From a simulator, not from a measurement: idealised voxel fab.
Herein follows the process module entitled voxel fin reveal.
This is section cut - it's 265 nm across, gridded in 5 nm square cells.
Cross-section = grid of square cells, listed top down in bands; band = one or more rows. First you get the band's top height and its bottom height, in nm, and then the materials it's made of, left to right, with each width in nm. If you see a single material with "all across", that one covers the band edge to edge. "blank" is empty space. Counting heights begins at 0, where everything beneath is, in the wafer as received, one material. The lowest band has no bottom; it goes on downwards, as "0 down" shows. Top row gets the first number, bottom row gets the second, and each row in between changes by the same step: that is how a band width like "30->40" works. Reading "no alterations made" for a step: not a cell of the cross-section changed in it. Any empty space of 8 cells or more lacking an open way to the top shows up in "Enclosed internal voids" as width x height at distance, distance from the left edge, in nm. If you see something after the settings on a step's line, that's the simulator's own remark about that step. overlay nm: mask offset rightward from planned place, masked step; negative means leftward offset.

-- Listed below are the process steps as planned
1) RECEIVE (material Si)
2) CONFORMAL_DEP (material SiN; thk nm 5)
3) PATTERN (tone cover; mask id FINS; material resist; width nm 15; pitch nm 45; thk nm 15; overlay nm 0)
4) DIRECTIONAL_ETCH (etch materials SiN; depth nm 5)
5) DIRECTIONAL_ETCH (etch materials Si; depth nm 30)
6) STRIP (etch materials resist)
7) OXIDIZE (depth nm 5)
8) FILL_DEP (material SiO2; thk nm 15)
9) CMP (height nm 5)
10) SELECTIVE_ETCH (etch materials SiO2; depth nm 15)
11) STRIP (etch materials SiN)
12) CONFORMAL_DEP (material SiO2; thk nm 5)

-- Wafer as received: cross-section following step 1
  0 down | Si all across
  Enclosed internal voids: none

-- Here's the wafer cut in cross-section after the module, started and planned just like above, except one thing was done wrong in the run
  5 to 0 | blank 55 nm, then SiO2 15 nm, then blank 30 nm, then SiO2 15 nm, then blank 30 nm, then SiO2 15 nm, then blank 30 nm, then SiO2 15 nm, then blank 60 nm
  0 to -15 | blank 55 nm, then SiO2 5 nm, then Si 5 nm, then SiO2 5 nm, then blank 30 nm, then SiO2 5 nm, then Si 5 nm, then SiO2 5 nm, then blank 30 nm, then SiO2 5 nm, then Si 5 nm, then SiO2 5 nm, then blank 30 nm, then SiO2 5 nm, then Si 5 nm, then SiO2 5 nm, then blank 60 nm
  -15 to -35 | SiO2 60 nm, then Si 5 nm, then SiO2 40 nm, then Si 5 nm, then SiO2 40 nm, then Si 5 nm, then SiO2 40 nm, then Si 5 nm, then SiO2 65 nm
  -35 down | Si all across
  Enclosed internal voids: none
Deviation noted in wafer processing: in deviation from the planned setting, step 10 was conducted as SELECTIVE_ETCH (etch materials SiO2; depth nm 25)
